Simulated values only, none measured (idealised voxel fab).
This section sets out a process module, namely voxel self aligned vias.
Cross-section cut: width 145 nm, square cells of 5 nm.
In what follows, cross-sections appear as grids of square cells, described through bands that run from the top down, where every band is one or more rows of cells. It is stipulated that each band's entry specify, in nanometres, the height of the top of the band and then that of its bottom, followed by the materials of the band in left-to-right sequence, each together with its width in nanometres. A single material marked by the word "everywhere" is understood to fill the band from edge to edge; the word "air" is understood to denote empty space. All heights in this document are referenced to 0, defined as the level beneath which the wafer, as received, consists entirely of one material. The lowest band is not bounded below; it extends indefinitely downward and is written in the form "z 0 and below". Top row gets the first number, bottom row gets the second, and each row in between changes by the same step: that is how a band width like "30..40" works. No cell of the cross-section changed in a step that is given as "nothing was modified". Heads up: "Voids, sealed" only lists the empty pockets with no open path to the top that are 8 cells or more, and it writes them as width x height at distance, distance from the left edge, in nm. Anything after a step's settings on that line? It's the simulator's own note about the step. What "overlay nm" on a step's line means: if the step has a mask, that mask lay this far to the right of its planned place, or, when the value is negative, to the left.

### These are the steps we planned for the process
1. op RECEIVE | material Si
2. op CONFORMAL_DEP | material SiO2 | thk nm 10
3. op CONFORMAL_DEP | material SiCN | thk nm 5
4. op DIRECTIONAL_DEP | material SiO2 | thk nm 20
5. op MASKED_ETCH | tone open | mask id LINES | width nm 20 | pitch nm 45 | etch materials SiO2 | depth nm 20 | overlay nm 0
6. op CONFORMAL_DEP | material TiN | thk nm 5
7. op FILL_DEP | material W | thk nm 5
8. op CMP | height nm 35
9. op SELECTIVE_ETCH | etch materials W Ru TiN | depth nm 10
10. op FILL_DEP | material SiN | thk nm 10
11. op CMP | height nm 35
12. op DIRECTIONAL_DEP | material SiO2 | thk nm 15
13. op PATTERN | tone open | mask id VIAS | material resist | width nm 30 | thk nm 20 | overlay nm 0
14. op DIRECTIONAL_ETCH | etch materials SiO2 | depth nm 15
15. op DIRECTIONAL_ETCH | etch materials SiN | depth nm 10
16. op STRIP | etch materials resist
17. op CONFORMAL_DEP | material TiN | thk nm 5
18. op FILL_DEP | material W | thk nm 5
19. op CMP | height nm 50
20. op CONFORMAL_DEP | material SiCN | thk nm 5

### Account of the first of two wafers, which was processed as intended

### Incoming wafer, cross-sectional view, post step 1
z 0 and below | Si everywhere
Voids, sealed: none

### After step 2, in cross-section
z 10 to 0 | SiO2 everywhere
Below 0, no change.

### After step 3, in cross-section
z 15 to 10 | SiCN everywhere
Below 10, no change.

### After step 4, in cross-section
z 35 to 15 | SiO2 everywhere
Below 15, no change.

### After step 5, in cross-section
z 35 to 15 | 40 SiO2  20 air  25 SiO2  20 air  40 SiO2
Below 15, no change.

### After step 6, in cross-section
z 40 to 35 | 45 TiN  10 air  35 TiN  10 air  45 TiN
z 35 to 20 | 40 SiO2  5 TiN  10 air  5 TiN  25 SiO2  5 TiN  10 air  5 TiN  40 SiO2
z 20 to 15 | 40 SiO2  20 TiN  25 SiO2  20 TiN  40 SiO2
Below 15, no change.

### After step 7, in cross-section
z 45 to 40 | W everywhere
z 40 to 35 | 45 TiN  10 W  35 TiN  10 W  45 TiN
z 35 to 20 | 40 SiO2  5 TiN  10 W  5 TiN  25 SiO2  5 TiN  10 W  5 TiN  40 SiO2
Below 20, no change.

### After step 8, in cross-section
z 35 to 20 | 40 SiO2  5 TiN  10 W  5 TiN  25 SiO2  5 TiN  10 W  5 TiN  40 SiO2
Below 20, no change.

### After step 9, in cross-section
z 35 to 25 | 40 SiO2  20 air  25 SiO2  20 air  40 SiO2
Below 25, no change.

### After step 10, in cross-section
z 45 to 35 | SiN everywhere
z 35 to 25 | 40 SiO2  20 SiN  25 SiO2  20 SiN  40 SiO2
Below 25, no change.

### After step 11, in cross-section
z 35 to 25 | 40 SiO2  20 SiN  25 SiO2  20 SiN  40 SiO2
Below 25, no change.

### After step 12, in cross-section
z 50 to 35 | SiO2 everywhere
Below 35, no change.

### After step 13, in cross-section
z 70 to 50 | 35 resist  30 air  80 resist
Below 50, no change.

### After step 14, in cross-section
z 70 to 50 | 35 resist  30 air  80 resist
z 50 to 35 | 35 SiO2  30 air  80 SiO2
Below 35, no change.

### After step 15, in cross-section
z 70 to 50 | 35 resist  30 air  80 resist
z 50 to 35 | 35 SiO2  30 air  80 SiO2
z 35 to 25 | 40 SiO2  20 air  25 SiO2  20 SiN  40 SiO2
Below 25, no change.

### After step 16, in cross-section
z 50 to 35 | 35 SiO2  30 air  80 SiO2
Below 35, no change.

### After step 17, in cross-section
z 55 to 50 | 40 TiN  20 air  85 TiN
z 50 to 40 | 35 SiO2  5 TiN  20 air  5 TiN  80 SiO2
z 40 to 35 | 35 SiO2  10 TiN  10 air  10 TiN  80 SiO2
z 35 to 30 | 40 SiO2  5 TiN  10 air  5 TiN  25 SiO2  20 SiN  40 SiO2
z 30 to 25 | 40 SiO2  20 TiN  25 SiO2  20 SiN  40 SiO2
Below 25, no change.

### After step 18, in cross-section
z 60 to 55 | W everywhere
z 55 to 50 | 40 TiN  20 W  85 TiN
z 50 to 40 | 35 SiO2  5 TiN  20 W  5 TiN  80 SiO2
z 40 to 35 | 35 SiO2  10 TiN  10 W  10 TiN  80 SiO2
z 35 to 30 | 40 SiO2  5 TiN  10 W  5 TiN  25 SiO2  20 SiN  40 SiO2
Below 30, no change.

### After step 19, in cross-section
z 50 to 40 | 35 SiO2  5 TiN  20 W  5 TiN  80 SiO2
Below 40, no change.

### After step 20, in cross-section
z 55 to 50 | SiCN everywhere
Below 50, no change.

### Wafer two. Same start, same plan, one slip in execution. Same as wafer one through step 1, inclusive

Second wafer profile in section, at the moment step 2 of the plan was meant to be complete: nothing was modified

### Second wafer profile in section, at the moment step 3 of the plan was meant to be complete
z 5 to 0 | SiCN everywhere
Below 0, no change.

### Second wafer profile in section, at the moment step 4 of the plan was meant to be complete
z 25 to 5 | SiO2 everywhere
Below 5, no change.

### Second wafer profile in section, at the moment step 5 of the plan was meant to be complete
z 25 to 5 | 40 SiO2  20 air  25 SiO2  20 air  40 SiO2
Below 5, no change.

### Second wafer profile in section, at the moment step 6 of the plan was meant to be complete
z 30 to 25 | 45 TiN  10 air  35 TiN  10 air  45 TiN
z 25 to 10 | 40 SiO2  5 TiN  10 air  5 TiN  25 SiO2  5 TiN  10 air  5 TiN  40 SiO2
z 10 to 5 | 40 SiO2  20 TiN  25 SiO2  20 TiN  40 SiO2
Below 5, no change.

### Second wafer profile in section, at the moment step 7 of the plan was meant to be complete
z 35 to 30 | W everywhere
z 30 to 25 | 45 TiN  10 W  35 TiN  10 W  45 TiN
z 25 to 10 | 40 SiO2  5 TiN  10 W  5 TiN  25 SiO2  5 TiN  10 W  5 TiN  40 SiO2
Below 10, no change.

Second wafer profile in section, at the moment step 8 of the plan was meant to be complete: nothing was modified

### Second wafer profile in section, at the moment step 9 of the plan was meant to be complete
z 25 to 10 | 40 SiO2  5 TiN  10 W  5 TiN  25 SiO2  5 TiN  10 W  5 TiN  40 SiO2
Below 10, no change.

### Second wafer profile in section, at the moment step 10 of the plan was meant to be complete
z 35 to 25 | SiN everywhere
Below 25, no change.

Second wafer profile in section, at the moment step 11 of the plan was meant to be complete: nothing was modified

### Second wafer profile in section, at the moment step 12 of the plan was meant to be complete
z 50 to 35 | SiO2 everywhere
Below 35, no change.

### Second wafer profile in section, at the moment step 13 of the plan was meant to be complete
z 70 to 50 | 35 resist  30 air  80 resist
Below 50, no change.

### Second wafer profile in section, at the moment step 14 of the plan was meant to be complete
z 70 to 50 | 35 resist  30 air  80 resist
z 50 to 35 | 35 SiO2  30 air  80 SiO2
Below 35, no change.

### Second wafer profile in section, at the moment step 15 of the plan was meant to be complete
z 70 to 50 | 35 resist  30 air  80 resist
z 50 to 35 | 35 SiO2  30 air  80 SiO2
z 35 to 25 | 35 SiN  30 air  80 SiN
Below 25, no change.

### Second wafer profile in section, at the moment step 16 of the plan was meant to be complete
z 50 to 35 | 35 SiO2  30 air  80 SiO2
Below 35, no change.

### Second wafer profile in section, at the moment step 17 of the plan was meant to be complete
z 55 to 50 | 40 TiN  20 air  85 TiN
z 50 to 35 | 35 SiO2  5 TiN  20 air  5 TiN  80 SiO2
z 35 to 30 | 35 SiN  5 TiN  20 air  5 TiN  80 SiN
z 30 to 25 | 35 SiN  30 TiN  80 SiN
Below 25, no change.

### Second wafer profile in section, at the moment step 18 of the plan was meant to be complete
z 60 to 55 | W everywhere
z 55 to 50 | 40 TiN  20 W  85 TiN
z 50 to 35 | 35 SiO2  5 TiN  20 W  5 TiN  80 SiO2
z 35 to 30 | 35 SiN  5 TiN  20 W  5 TiN  80 SiN
Below 30, no change.

### Second wafer profile in section, at the moment step 19 of the plan was meant to be complete
z 50 to 35 | 35 SiO2  5 TiN  20 W  5 TiN  80 SiO2
Below 35, no change.

### Second wafer profile in section, at the moment step 20 of the plan was meant to be complete
z 55 to 50 | SiCN everywhere
Below 50, no change.
What was done differently from what was planned? yeah, step 2 of the plan got skipped, never ran
Looking at both finished wafers in cells, the second ends up ahead of or behind the first on some materials: SiN +38; SiO2 -58; TiN +8; W +12
